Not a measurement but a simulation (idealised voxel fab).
process module | voxel capacitor over wiring
cross-section cut | 160 nm wide | cells 5 nm
A cross-section is a grid of square cells, given in bands from the top down. A band is one or more rows of cells.
Each band's line starts with the height of the band's top and of its bottom, in nm. Then come its materials from left to right, each with its width in nm. One material with "throughout" fills the band from edge to edge. "air" is empty space.
Height 0 is the level under which the wafer as received is all one material. The lowest band goes on downwards, as in "0 down".
A width such as "30 to 40" changes by the same amount from each row of cells to the next, from the band's top row to its bottom row.
"no change" after a step means that no cell of the cross-section changed.
closed voids: empty space of 8 cells or more with no open way to the top, each as width x height at its distance from the left edge, in nm
after a step's settings: what the simulator itself notes on the step
overlay nm, on a step with a mask: how far to the right of its planned place the mask lay; to the left if negative
plan
1 op RECEIVE | material Si
2 op CONFORMAL_DEP | material SiO2 | thk nm 15
3 op CONFORMAL_DEP | material SiCN | thk nm 5
4 op DIRECTIONAL_DEP | material lowk | thk nm 15
5 op PATTERN | tone open | mask id METAL_1 | material resist | width nm 30 | pitch nm 95 | thk nm 20 | overlay nm 0
6 op DIRECTIONAL_ETCH | etch materials lowk | depth nm 15
7 op DIRECTIONAL_ETCH | etch materials SiCN | depth nm 5
8 op STRIP | etch materials resist
9 op CONFORMAL_DEP | material TiN | thk nm 5
10 op FILL_DEP | material Ru | thk nm 10
11 op CMP | height nm 35
12 op CONFORMAL_DEP | material SiCN | thk nm 5
13 op DIRECTIONAL_DEP | material lowk | thk nm 10
14 op MASKED_ETCH | tone open | mask id PLUG_1 | width nm 15 | etch materials lowk | depth nm 10 | overlay nm 0
15 op MASKED_ETCH | tone open | mask id PLUG_1 | width nm 15 | etch materials SiCN | depth nm 5 | overlay nm -15
16 op EPI | material Ru | thk nm 10
17 op EPI | material Ru | thk nm 5
18 op DIRECTIONAL_DEP | material TiN | thk nm 5
19 op DIRECTIONAL_DEP | material Al2O3 | thk nm 5
20 op DIRECTIONAL_DEP | material TiN | thk nm 10
21 op MASKED_ETCH | tone cover | mask id UPPER_PLATE | width nm 70 | etch materials TiN | depth nm 10 | overlay nm 0
22 op MASKED_ETCH | tone cover | mask id UPPER_PLATE | width nm 70 | etch materials Al2O3 | depth nm 5 | overlay nm 0
23 op PATTERN | tone cover | mask id LOWER_PLATE | material resist | width nm 80 | thk nm 20 | overlay nm 0
24 op DIRECTIONAL_ETCH | etch materials TiN | depth nm 5
25 op STRIP | etch materials resist
26 op FILL_DEP | material SiO2 | thk nm 15
27 op CMP | height nm 80
28 op PATTERN | tone open | mask id PLUG_2 | material resist | width nm 15 | thk nm 15 | overlay nm 0
29 op DIRECTIONAL_ETCH | etch materials SiO2 | depth nm 10
30 op STRIP | etch materials resist
31 op CONFORMAL_DEP | material TiN | thk nm 5
32 op FILL_DEP | material Cu | thk nm 10
33 op CMP | height nm 80
34 op CONFORMAL_DEP | material SiN | thk nm 5
varied across the wafers: overlay nm of step 15. The plan shows the first wafer's value. All wafers start alike
first wafer as received, after step 1
  0 down: Si throughout
  closed voids: none
each wafer at the end: cells of each material gained (+) or lost (-) since it was received, then its closed voids
overlay nm -15 | +14 Al2O3 | +1 Cu | +24 Ru | +52 SiCN | +32 SiN | +230 SiO2 | +73 TiN | +118 lowk | closed voids: none
overlay nm -10 | +14 Al2O3 | +1 Cu | +31 Ru | +51 SiCN | +32 SiN | +224 SiO2 | +73 TiN | +118 lowk | closed voids: none
overlay nm -5 | +14 Al2O3 | +1 Cu | +32 Ru | +50 SiCN | +32 SiN | +224 SiO2 | +73 TiN | +118 lowk | closed voids: none
overlay nm 0 | +14 Al2O3 | +1 Cu | +33 Ru | +49 SiCN | +32 SiN | +224 SiO2 | +73 TiN | +118 lowk | closed voids: none
overlay nm 5 | +14 Al2O3 | +1 Cu | +32 Ru | +50 SiCN | +32 SiN | +224 SiO2 | +73 TiN | +118 lowk | closed voids: none
overlay nm 10 | +14 Al2O3 | +1 Cu | +31 Ru | +51 SiCN | +32 SiN | +224 SiO2 | +73 TiN | +118 lowk | closed voids: none
overlay nm 15 | +14 Al2O3 | +1 Cu | +24 Ru | +52 SiCN | +32 SiN | +230 SiO2 | +73 TiN | +118 lowk | closed voids: none
